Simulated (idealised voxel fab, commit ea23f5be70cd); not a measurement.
Process module in this document: voxel trench capacitor
The cross-section shown here is cut; it is 260 nm wide and divided into square cells measuring 5 nm on a side.
We lay out every cross-section as a grid of square cells and spell it out in bands from the top down, where one band means one or more rows of cells. Top, bottom (nm), then materials left to right with widths (nm); lone material tagged "throughout" fills the whole band edge to edge; "blank" = empty space. Zero point of the height axis is 0; under it, received wafer = one material. Lowest band: continues down indefinitely, "0 nm and below". When a width is written as two numbers, as in "30..40", the first number is the width in the top row of cells of the band and the second is the width in its bottom row, and the width changes by the same amount from each row to the next. For the purposes of this document, the phrase "changes: none" attached to a step denotes that no cell within the cross-section was modified by that step. Entry "Catalogued sealed voids" = empty spaces >= 8 cells with no open way to the top; each as width x height at distance, distance from left edge, all nm. Past the settings on a step's line: simulator remark, on that step. overlay nm: step with mask; distance mask lay right of planned place; negative value = left of planned place.
# Steps in the process plan
1,op RECEIVE | material Si
2,op CONFORMAL_DEP | material SiN | thk nm 5
3,op MASKED_ETCH | tone open | mask id TRENCH | width nm 30 | pitch nm 45 | etch materials SiN | depth nm 5 | overlay nm 0
4,op MASKED_ETCH | tone open | mask id TRENCH | width nm 30 | pitch nm 45 | etch materials Si | depth nm 40 | overlay nm 0
5,op CONFORMAL_DEP | material Al2O3 | thk nm 5
6,op CONFORMAL_DEP | material TiN | thk nm 5
7,op FILL_DEP | material W | thk nm 5
8,op CMP | height nm 5
# Concerning the first of two wafers, which was run in accordance with the plan
# Here's what the wafer looked like in cross-section when it arrived - that's after step 1
> 0 nm and below: Si throughout
> Catalogued sealed voids: none
# After step 2, in cross-section
> 5 nm to 0 nm: SiN throughout
> Lower than 0, everything is as it was.
# After step 3, in cross-section
> 5 nm to 0 nm: SiN 70 nm  blank 30 nm  SiN 15 nm  blank 30 nm  SiN 15 nm  blank 30 nm  SiN 70 nm
> Lower than 0, everything is as it was.
# After step 4, in cross-section
> 5 nm to 0 nm: SiN 70 nm  blank 30 nm  SiN 15 nm  blank 30 nm  SiN 15 nm  blank 30 nm  SiN 70 nm
> 0 nm to -40 nm: Si 70 nm  blank 30 nm  Si 15 nm  blank 30 nm  Si 15 nm  blank 30 nm  Si 70 nm
> Lower than -40, everything is as it was.
# After step 5, in cross-section
> 10 nm to 5 nm: Al2O3 75 nm  blank 20 nm  Al2O3 25 nm  blank 20 nm  Al2O3 25 nm  blank 20 nm  Al2O3 75 nm
> 5 nm to 0 nm: SiN 70 nm  Al2O3 5 nm  blank 20 nm  Al2O3 5 nm  SiN 15 nm  Al2O3 5 nm  blank 20 nm  Al2O3 5 nm  SiN 15 nm  Al2O3 5 nm  blank 20 nm  Al2O3 5 nm  SiN 70 nm
> 0 nm to -35 nm: Si 70 nm  Al2O3 5 nm  blank 20 nm  Al2O3 5 nm  Si 15 nm  Al2O3 5 nm  blank 20 nm  Al2O3 5 nm  Si 15 nm  Al2O3 5 nm  blank 20 nm  Al2O3 5 nm  Si 70 nm
> -35 nm to -40 nm: Si 70 nm  Al2O3 30 nm  Si 15 nm  Al2O3 30 nm  Si 15 nm  Al2O3 30 nm  Si 70 nm
> Lower than -40, everything is as it was.
# After step 6, in cross-section
> 15 nm to 10 nm: TiN 80 nm  blank 10 nm  TiN 35 nm  blank 10 nm  TiN 35 nm  blank 10 nm  TiN 80 nm
> 10 nm to 5 nm: Al2O3 75 nm  TiN 5 nm  blank 10 nm  TiN 5 nm  Al2O3 25 nm  TiN 5 nm  blank 10 nm  TiN 5 nm  Al2O3 25 nm  TiN 5 nm  blank 10 nm  TiN 5 nm  Al2O3 75 nm
> 5 nm to 0 nm: SiN 70 nm  Al2O3 5 nm  TiN 5 nm  blank 10 nm  TiN 5 nm  Al2O3 5 nm  SiN 15 nm  Al2O3 5 nm  TiN 5 nm  blank 10 nm  TiN 5 nm  Al2O3 5 nm  SiN 15 nm  Al2O3 5 nm  TiN 5 nm  blank 10 nm  TiN 5 nm  Al2O3 5 nm  SiN 70 nm
> 0 nm to -30 nm: Si 70 nm  Al2O3 5 nm  TiN 5 nm  blank 10 nm  TiN 5 nm  Al2O3 5 nm  Si 15 nm  Al2O3 5 nm  TiN 5 nm  blank 10 nm  TiN 5 nm  Al2O3 5 nm  Si 15 nm  Al2O3 5 nm  TiN 5 nm  blank 10 nm  TiN 5 nm  Al2O3 5 nm  Si 70 nm
> -30 nm to -35 nm: Si 70 nm  Al2O3 5 nm  TiN 20 nm  Al2O3 5 nm  Si 15 nm  Al2O3 5 nm  TiN 20 nm  Al2O3 5 nm  Si 15 nm  Al2O3 5 nm  TiN 20 nm  Al2O3 5 nm  Si 70 nm
> Lower than -35, everything is as it was.
# After step 7, in cross-section
> 20 nm to 15 nm: W throughout
> 15 nm to 10 nm: TiN 80 nm  W 10 nm  TiN 35 nm  W 10 nm  TiN 35 nm  W 10 nm  TiN 80 nm
> 10 nm to 5 nm: Al2O3 75 nm  TiN 5 nm  W 10 nm  TiN 5 nm  Al2O3 25 nm  TiN 5 nm  W 10 nm  TiN 5 nm  Al2O3 25 nm  TiN 5 nm  W 10 nm  TiN 5 nm  Al2O3 75 nm
> 5 nm to 0 nm: SiN 70 nm  Al2O3 5 nm  TiN 5 nm  W 10 nm  TiN 5 nm  Al2O3 5 nm  SiN 15 nm  Al2O3 5 nm  TiN 5 nm  W 10 nm  TiN 5 nm  Al2O3 5 nm  SiN 15 nm  Al2O3 5 nm  TiN 5 nm  W 10 nm  TiN 5 nm  Al2O3 5 nm  SiN 70 nm
> 0 nm to -30 nm: Si 70 nm  Al2O3 5 nm  TiN 5 nm  W 10 nm  TiN 5 nm  Al2O3 5 nm  Si 15 nm  Al2O3 5 nm  TiN 5 nm  W 10 nm  TiN 5 nm  Al2O3 5 nm  Si 15 nm  Al2O3 5 nm  TiN 5 nm  W 10 nm  TiN 5 nm  Al2O3 5 nm  Si 70 nm
> Lower than -30, everything is as it was.
# After step 8, in cross-section
> 5 nm to 0 nm: SiN 70 nm  Al2O3 5 nm  TiN 5 nm  W 10 nm  TiN 5 nm  Al2O3 5 nm  SiN 15 nm  Al2O3 5 nm  TiN 5 nm  W 10 nm  TiN 5 nm  Al2O3 5 nm  SiN 15 nm  Al2O3 5 nm  TiN 5 nm  W 10 nm  TiN 5 nm  Al2O3 5 nm  SiN 70 nm
> Lower than 0, everything is as it was.
# What follows concerns the second wafer, which started out like the first and was meant to follow the very same plan; one mistake crept in when it was run, but everything up to and including step 1 is the same as for the first wafer
Cross-sectional view of the second wafer at the intended end time of process step 2: changes: none
Cross-sectional view of the second wafer at the intended end time of process step 3: changes: none
# Cross-sectional view of the second wafer at the intended end time of process step 4
> 0 nm to -40 nm: Si 70 nm  blank 30 nm  Si 15 nm  blank 30 nm  Si 15 nm  blank 30 nm  Si 70 nm
> Lower than -40, everything is as it was.
# Cross-sectional view of the second wafer at the intended end time of process step 5
> 5 nm to 0 nm: Al2O3 75 nm  blank 20 nm  Al2O3 25 nm  blank 20 nm  Al2O3 25 nm  blank 20 nm  Al2O3 75 nm
> 0 nm to -35 nm: Si 70 nm  Al2O3 5 nm  blank 20 nm  Al2O3 5 nm  Si 15 nm  Al2O3 5 nm  blank 20 nm  Al2O3 5 nm  Si 15 nm  Al2O3 5 nm  blank 20 nm  Al2O3 5 nm  Si 70 nm
> -35 nm to -40 nm: Si 70 nm  Al2O3 30 nm  Si 15 nm  Al2O3 30 nm  Si 15 nm  Al2O3 30 nm  Si 70 nm
> Lower than -40, everything is as it was.
# Cross-sectional view of the second wafer at the intended end time of process step 6
> 10 nm to 5 nm: TiN 80 nm  blank 10 nm  TiN 35 nm  blank 10 nm  TiN 35 nm  blank 10 nm  TiN 80 nm
> 5 nm to 0 nm: Al2O3 75 nm  TiN 5 nm  blank 10 nm  TiN 5 nm  Al2O3 25 nm  TiN 5 nm  blank 10 nm  TiN 5 nm  Al2O3 25 nm  TiN 5 nm  blank 10 nm  TiN 5 nm  Al2O3 75 nm
> 0 nm to -30 nm: Si 70 nm  Al2O3 5 nm  TiN 5 nm  blank 10 nm  TiN 5 nm  Al2O3 5 nm  Si 15 nm  Al2O3 5 nm  TiN 5 nm  blank 10 nm  TiN 5 nm  Al2O3 5 nm  Si 15 nm  Al2O3 5 nm  TiN 5 nm  blank 10 nm  TiN 5 nm  Al2O3 5 nm  Si 70 nm
> -30 nm to -35 nm: Si 70 nm  Al2O3 5 nm  TiN 20 nm  Al2O3 5 nm  Si 15 nm  Al2O3 5 nm  TiN 20 nm  Al2O3 5 nm  Si 15 nm  Al2O3 5 nm  TiN 20 nm  Al2O3 5 nm  Si 70 nm
> Lower than -35, everything is as it was.
# Cross-sectional view of the second wafer at the intended end time of process step 7
> 15 nm to 10 nm: W throughout
> 10 nm to 5 nm: TiN 80 nm  W 10 nm  TiN 35 nm  W 10 nm  TiN 35 nm  W 10 nm  TiN 80 nm
> 5 nm to 0 nm: Al2O3 75 nm  TiN 5 nm  W 10 nm  TiN 5 nm  Al2O3 25 nm  TiN 5 nm  W 10 nm  TiN 5 nm  Al2O3 25 nm  TiN 5 nm  W 10 nm  TiN 5 nm  Al2O3 75 nm
> 0 nm to -30 nm: Si 70 nm  Al2O3 5 nm  TiN 5 nm  W 10 nm  TiN 5 nm  Al2O3 5 nm  Si 15 nm  Al2O3 5 nm  TiN 5 nm  W 10 nm  TiN 5 nm  Al2O3 5 nm  Si 15 nm  Al2O3 5 nm  TiN 5 nm  W 10 nm  TiN 5 nm  Al2O3 5 nm  Si 70 nm
> Lower than -30, everything is as it was.
# Cross-sectional view of the second wafer at the intended end time of process step 8
> 5 nm to 0 nm: Al2O3 75 nm  TiN 5 nm  W 10 nm  TiN 5 nm  Al2O3 25 nm  TiN 5 nm  W 10 nm  TiN 5 nm  Al2O3 25 nm  TiN 5 nm  W 10 nm  TiN 5 nm  Al2O3 75 nm
> Lower than 0, everything is as it was.
Where did the run depart from the plan? step 2 of the plan was jumped over and never run
Upon completion, the second wafer contains, in terms of cells, a greater or smaller amount of certain materials than the first wafer: Al2O3: 34 more, SiN: 34 fewer
